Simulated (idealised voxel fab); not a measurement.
You're looking at the process module voxel self aligned contacts.
Xsec cut, 155 nm wide, square cell size 5 nm.
Cross-section, as written here: a square-cell grid given band by band from the top down, where a band holds one or more rows of cells.
This entry defines a band. It first specifies the height of the band's top and the height of its bottom in nm, and then specifies the band's materials from left to right, stating each material with its width in nm. The word "everywhere" identifies a single material that fills the band from edge to edge, while the word "blank" identifies empty space.
Heads up on the height convention: 0 is the point under which the incoming wafer is all one material, and the lowest band has no bottom, it just keeps going down, like "from 0 down".
Top row gets the first number, bottom row gets the second, and each row in between changes by the same step: that is how a band width like "30->40" works.
"nothing different" means the step left every cell of the cross-section as it was.
Entry "Tabulated closed voids" = empty spaces >= 8 cells with no open way to the top; each as width x height at distance, distance from left edge, all nm.
Whatever follows a step's settings on its line is a remark the simulator itself makes about that step.
overlay nm: for a step with a mask, the amount by which the mask lay right of where it was planned; a negative amount means left of it.

# Process steps foreseen in the plan
1: op RECEIVE | material Si
2: op OXIDIZE | depth nm 5
3: op DIRECTIONAL_DEP | material polySi | thk nm 20
4: op DIRECTIONAL_DEP | material SiN | thk nm 25
5: op MASKED_ETCH | tone cover | mask id GATE | width nm 35 | pitch nm 75 | etch materials SiN | depth nm 25 | overlay nm 0
6: op MASKED_ETCH | tone cover | mask id GATE | width nm 35 | pitch nm 75 | etch materials polySi | depth nm 20 | overlay nm 0
7: op CONFORMAL_DEP | material SiN | thk nm 10
8: op DIRECTIONAL_ETCH | etch materials SiN | depth nm 10
9: op FILL_DEP | material SiO2 | thk nm 15
10: op CMP | height nm 50
11: op DIRECTIONAL_DEP | material aC | thk nm 10
12: op PATTERN | tone open | mask id CONTACT | material resist | width nm 60 | thk nm 25 | overlay nm 0
13: op DIRECTIONAL_ETCH | etch materials aC | depth nm 10
14: op STRIP | etch materials resist
15: op DIRECTIONAL_ETCH | etch materials SiO2 | depth nm 55
16: op STRIP | etch materials aC
17: op CONFORMAL_DEP | material TiN | thk nm 5
18: op FILL_DEP | material W | thk nm 5
19: op CMP | height nm 50
20: op CONFORMAL_DEP | material SiCN | thk nm 5

# What follows covers the first of two wafers; it ran as planned

# Delivered wafer in cross-section: state after step 1
    from 0 down  Si everywhere
    Tabulated closed voids: none

# You're looking at a cross-section of the wafer after step 2
    from 0 to -5  SiO2 everywhere
    Unchanged below -5.

# You're looking at a cross-section of the wafer after step 3
    from 20 to 0  polySi everywhere
    Unchanged below 0.

# You're looking at a cross-section of the wafer after step 4
    from 45 to 20  SiN everywhere
    Unchanged below 20.

# You're looking at a cross-section of the wafer after step 5
    from 45 to 20  blank 20 nm | SiN 35 nm | blank 40 nm | SiN 35 nm | blank 25 nm
    Unchanged below 20.

# You're looking at a cross-section of the wafer after step 6
    from 45 to 20  blank 20 nm | SiN 35 nm | blank 40 nm | SiN 35 nm | blank 25 nm
    from 20 to 0  blank 20 nm | polySi 35 nm | blank 40 nm | polySi 35 nm | blank 25 nm
    Unchanged below 0.

# You're looking at a cross-section of the wafer after step 7
    from 55 to 20  blank 10 nm | SiN 55 nm | blank 20 nm | SiN 55 nm | blank 15 nm
    from 20 to 10  blank 10 nm | SiN 10 nm | polySi 35 nm | SiN 10 nm | blank 20 nm | SiN 10 nm | polySi 35 nm | SiN 10 nm | blank 15 nm
    from 10 to 0  SiN 20 nm | polySi 35 nm | SiN 40 nm | polySi 35 nm | SiN 25 nm
    Unchanged below 0.

# You're looking at a cross-section of the wafer after step 8
    from 45 to 20  blank 10 nm | SiN 55 nm | blank 20 nm | SiN 55 nm | blank 15 nm
    from 20 to 0  blank 10 nm | SiN 10 nm | polySi 35 nm | SiN 10 nm | blank 20 nm | SiN 10 nm | polySi 35 nm | SiN 10 nm | blank 15 nm
    Unchanged below 0.

# You're looking at a cross-section of the wafer after step 9
    from 60 to 45  SiO2 everywhere
    from 45 to 20  SiO2 10 nm | SiN 55 nm | SiO2 20 nm | SiN 55 nm | SiO2 15 nm
    from 20 to 0  SiO2 10 nm | SiN 10 nm | polySi 35 nm | SiN 10 nm | SiO2 20 nm | SiN 10 nm | polySi 35 nm | SiN 10 nm | SiO2 15 nm
    Unchanged below 0.

# You're looking at a cross-section of the wafer after step 10
    from 50 to 45  SiO2 everywhere
    Unchanged below 45.

# You're looking at a cross-section of the wafer after step 11
    from 60 to 50  aC everywhere
    Unchanged below 50.

# You're looking at a cross-section of the wafer after step 12
    from 85 to 60  resist 45 nm | blank 60 nm | resist 50 nm
    Unchanged below 60.

# You're looking at a cross-section of the wafer after step 13
    from 75 to 60  resist 45 nm | blank 60 nm | resist 50 nm
    from 60 to 50  aC 45 nm | blank 60 nm | aC 50 nm
    Unchanged below 50.

# You're looking at a cross-section of the wafer after step 14
    from 60 to 50  aC 45 nm | blank 60 nm | aC 50 nm
    Unchanged below 50.

# You're looking at a cross-section of the wafer after step 15
    from 60 to 50  aC 45 nm | blank 60 nm | aC 50 nm
    from 50 to 45  SiO2 45 nm | blank 60 nm | SiO2 50 nm
    from 45 to 20  SiO2 10 nm | SiN 55 nm | blank 20 nm | SiN 55 nm | SiO2 15 nm
    from 20 to 0  SiO2 10 nm | SiN 10 nm | polySi 35 nm | SiN 10 nm | blank 20 nm | SiN 10 nm | polySi 35 nm | SiN 10 nm | SiO2 15 nm
    from 0 to -5  SiO2 65 nm | blank 20 nm | SiO2 70 nm
    Unchanged below -5.

# You're looking at a cross-section of the wafer after step 16
    from 50 to 45  SiO2 45 nm | blank 60 nm | SiO2 50 nm
    Unchanged below 45.

# You're looking at a cross-section of the wafer after step 17
    from 55 to 50  TiN 50 nm | blank 50 nm | TiN 55 nm
    from 50 to 45  SiO2 45 nm | TiN 25 nm | blank 10 nm | TiN 25 nm | SiO2 50 nm
    from 45 to 20  SiO2 10 nm | SiN 55 nm | TiN 5 nm | blank 10 nm | TiN 5 nm | SiN 55 nm | SiO2 15 nm
    from 20 to 0  SiO2 10 nm | SiN 10 nm | polySi 35 nm | SiN 10 nm | TiN 5 nm | blank 10 nm | TiN 5 nm | SiN 10 nm | polySi 35 nm | SiN 10 nm | SiO2 15 nm
    from 0 to -5  SiO2 65 nm | TiN 20 nm | SiO2 70 nm
    Unchanged below -5.

# You're looking at a cross-section of the wafer after step 18
    from 60 to 55  W everywhere
    from 55 to 50  TiN 50 nm | W 50 nm | TiN 55 nm
    from 50 to 45  SiO2 45 nm | TiN 25 nm | W 10 nm | TiN 25 nm | SiO2 50 nm
    from 45 to 20  SiO2 10 nm | SiN 55 nm | TiN 5 nm | W 10 nm | TiN 5 nm | SiN 55 nm | SiO2 15 nm
    from 20 to 0  SiO2 10 nm | SiN 10 nm | polySi 35 nm | SiN 10 nm | TiN 5 nm | W 10 nm | TiN 5 nm | SiN 10 nm | polySi 35 nm | SiN 10 nm | SiO2 15 nm
    Unchanged below 0.

# You're looking at a cross-section of the wafer after step 19
    from 50 to 45  SiO2 45 nm | TiN 25 nm | W 10 nm | TiN 25 nm | SiO2 50 nm
    Unchanged below 45.

# You're looking at a cross-section of the wafer after step 20
    from 55 to 50  SiCN everywhere
    Unchanged below 50.

# Notes, second wafer: start = first wafer's, plan = first wafer's, execution had one mistake; history identical to first through step 6

# Planned end of step 7: second wafer, cross-section
    from 35 to 20  blank 20 nm | SiN 35 nm | blank 40 nm | SiN 35 nm | blank 25 nm
    Unchanged below 20.

# Planned end of step 8: second wafer, cross-section
    from 45 to 20  blank 10 nm | SiN 55 nm | blank 20 nm | SiN 55 nm | blank 15 nm
    from 20 to 10  blank 10 nm | SiN 10 nm | polySi 35 nm | SiN 10 nm | blank 20 nm | SiN 10 nm | polySi 35 nm | SiN 10 nm | blank 15 nm
    from 10 to 0  SiN 20 nm | polySi 35 nm | SiN 40 nm | polySi 35 nm | SiN 25 nm
    Unchanged below 0.

# Planned end of step 9: second wafer, cross-section
    from 60 to 45  SiO2 everywhere
    from 45 to 20  SiO2 10 nm | SiN 55 nm | SiO2 20 nm | SiN 55 nm | SiO2 15 nm
    from 20 to 10  SiO2 10 nm | SiN 10 nm | polySi 35 nm | SiN 10 nm | SiO2 20 nm | SiN 10 nm | polySi 35 nm | SiN 10 nm | SiO2 15 nm
    Unchanged below 10.

# Planned end of step 10: second wafer, cross-section
    from 50 to 45  SiO2 everywhere
    Unchanged below 45.

# Planned end of step 11: second wafer, cross-section
    from 60 to 50  aC everywhere
    Unchanged below 50.

# Planned end of step 12: second wafer, cross-section
    from 85 to 60  resist 45 nm | blank 60 nm | resist 50 nm
    Unchanged below 60.

# Planned end of step 13: second wafer, cross-section
    from 75 to 60  resist 45 nm | blank 60 nm | resist 50 nm
    from 60 to 50  aC 45 nm | blank 60 nm | aC 50 nm
    Unchanged below 50.

# Planned end of step 14: second wafer, cross-section
    from 60 to 50  aC 45 nm | blank 60 nm | aC 50 nm
    Unchanged below 50.

# Planned end of step 15: second wafer, cross-section
    from 60 to 50  aC 45 nm | blank 60 nm | aC 50 nm
    from 50 to 45  SiO2 45 nm | blank 60 nm | SiO2 50 nm
    from 45 to 20  SiO2 10 nm | SiN 55 nm | blank 20 nm | SiN 55 nm | SiO2 15 nm
    from 20 to 10  SiO2 10 nm | SiN 10 nm | polySi 35 nm | SiN 10 nm | blank 20 nm | SiN 10 nm | polySi 35 nm | SiN 10 nm | SiO2 15 nm
    Unchanged below 10.

# Planned end of step 16: second wafer, cross-section
    from 50 to 45  SiO2 45 nm | blank 60 nm | SiO2 50 nm
    Unchanged below 45.

# Planned end of step 17: second wafer, cross-section
    from 55 to 50  TiN 50 nm | blank 50 nm | TiN 55 nm
    from 50 to 45  SiO2 45 nm | TiN 25 nm | blank 10 nm | TiN 25 nm | SiO2 50 nm
    from 45 to 20  SiO2 10 nm | SiN 55 nm | TiN 5 nm | blank 10 nm | TiN 5 nm | SiN 55 nm | SiO2 15 nm
    from 20 to 15  SiO2 10 nm | SiN 10 nm | polySi 35 nm | SiN 10 nm | TiN 5 nm | blank 10 nm | TiN 5 nm | SiN 10 nm | polySi 35 nm | SiN 10 nm | SiO2 15 nm
    from 15 to 10  SiO2 10 nm | SiN 10 nm | polySi 35 nm | SiN 10 nm | TiN 20 nm | SiN 10 nm | polySi 35 nm | SiN 10 nm | SiO2 15 nm
    Unchanged below 10.

# Planned end of step 18: second wafer, cross-section
    from 60 to 55  W everywhere
    from 55 to 50  TiN 50 nm | W 50 nm | TiN 55 nm
    from 50 to 45  SiO2 45 nm | TiN 25 nm | W 10 nm | TiN 25 nm | SiO2 50 nm
    from 45 to 20  SiO2 10 nm | SiN 55 nm | TiN 5 nm | W 10 nm | TiN 5 nm | SiN 55 nm | SiO2 15 nm
    from 20 to 15  SiO2 10 nm | SiN 10 nm | polySi 35 nm | SiN 10 nm | TiN 5 nm | W 10 nm | TiN 5 nm | SiN 10 nm | polySi 35 nm | SiN 10 nm | SiO2 15 nm
    Unchanged below 15.

# Planned end of step 19: second wafer, cross-section
    from 50 to 45  SiO2 45 nm | TiN 25 nm | W 10 nm | TiN 25 nm | SiO2 50 nm
    Unchanged below 45.

# Planned end of step 20: second wafer, cross-section
    from 55 to 50  SiCN everywhere
    Unchanged below 50.
Want to know what went wrong? the processing plan was not followed for steps 7 and 8, which were run with their positions exchanged
The closing comparison, in cells, has the second wafer with more or fewer of some materials than the first: 18 more of SiN; 6 fewer of SiO2; 6 fewer of TiN; 6 fewer of W
